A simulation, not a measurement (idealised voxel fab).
Module name: voxel ribs on slabs (process module)
Each square cell in cross-section cut measures 5 nm, and the section as a whole is 160 nm wide.
Cross-section spec: square-cell grid; bands listed top down; each band is one or more rows. Top height, bottom height, nm. Materials left to right, width each, nm. Single material + "full width" = fills band edge to edge. "air" = empty. Beneath 0, the wafer as received is one material, and that level is where height counting begins. The lowest band goes on downward without a bottom; it is written like "from 0 down". The two numbers in a width such as "30->40" mark its ends across the band: the first belongs to the top row of cells, the second to the bottom row, and from each row to the next the width moves by the same amount. Where a step carries "remains unaltered", the cross-section came out of it unchanged, cell for cell. Closed empty spaces (no open way to the top) of 8 cells or more are what "Enclosed empty spaces" lists, each as width x height at distance from the left edge, nm for all three. Text after the settings on a step's line: the simulator's own remark on that step. "overlay nm", when on a step's line for a step with a mask, measures how far to the right of its planned place the mask lay; a negative measure means to the left.

The following list gives the planned process steps
1 RECEIVE [material Si]
2 DIRECTIONAL_DEP [material SiO2] [thk nm 30]
3 DIRECTIONAL_DEP [material SiN] [thk nm 25]
4 PATTERN [tone cover] [mask id RIB] [material resist] [width nm 15] [thk nm 15] [overlay nm 0]
5 DIRECTIONAL_ETCH [etch materials SiN] [depth nm 10]
6 STRIP [etch materials resist]
7 PATTERN [tone cover] [mask id SLAB] [material resist] [width nm 55] [thk nm 20] [overlay nm 0]
8 DIRECTIONAL_ETCH [etch materials SiN] [depth nm 15]
9 STRIP [etch materials resist]
10 FILL_DEP [material SiO2] [thk nm 25]
11 CMP [height nm 70]
12 DIRECTIONAL_DEP [material TiN] [thk nm 10]
13 MASKED_ETCH [tone cover] [mask id HEATER] [width nm 25] [etch materials TiN] [depth nm 10] [overlay nm 0]
14 CONFORMAL_DEP [material SiN] [thk nm 10]

Here's what the wafer looked like in cross-section when it arrived - that's after step 1
    from 0 down | Si full width
    Enclosed empty spaces: none

Cross-sectional view of the first of the two wafers upon completion of the module, processed in accordance with the plan
    from 90 to 80 | 55 of air | 45 of SiN | 60 of air
    from 80 to 70 | 65 of SiN | 25 of TiN | 70 of SiN
    from 70 to 55 | SiO2 full width
    from 55 to 45 | 70 of SiO2 | 15 of SiN | 75 of SiO2
    from 45 to 30 | 50 of SiO2 | 55 of SiN | 55 of SiO2
    from 30 to 0 | SiO2 full width
    from 0 down | Si full width
    Enclosed empty spaces: none

The second wafer, shown in cross-section after the module: started the same way as the first and given the same plan, yet one mistake crept into how it was run
    from 90 to 80 | 55 of air | 45 of SiN | 60 of air
    from 80 to 70 | 65 of SiN | 25 of TiN | 70 of SiN
    from 70 to 25 | SiO2 full width
    from 25 to 0 | SiN full width
    from 0 down | Si full width
    Enclosed empty spaces: none
Against the plan, the run slipped here: steps 2 and 3 of the plan were run in the wrong order, each in the other's place
FYI, end of process, the second wafer has more or fewer cells of some materials than the first: SiN +121, SiO2 -121
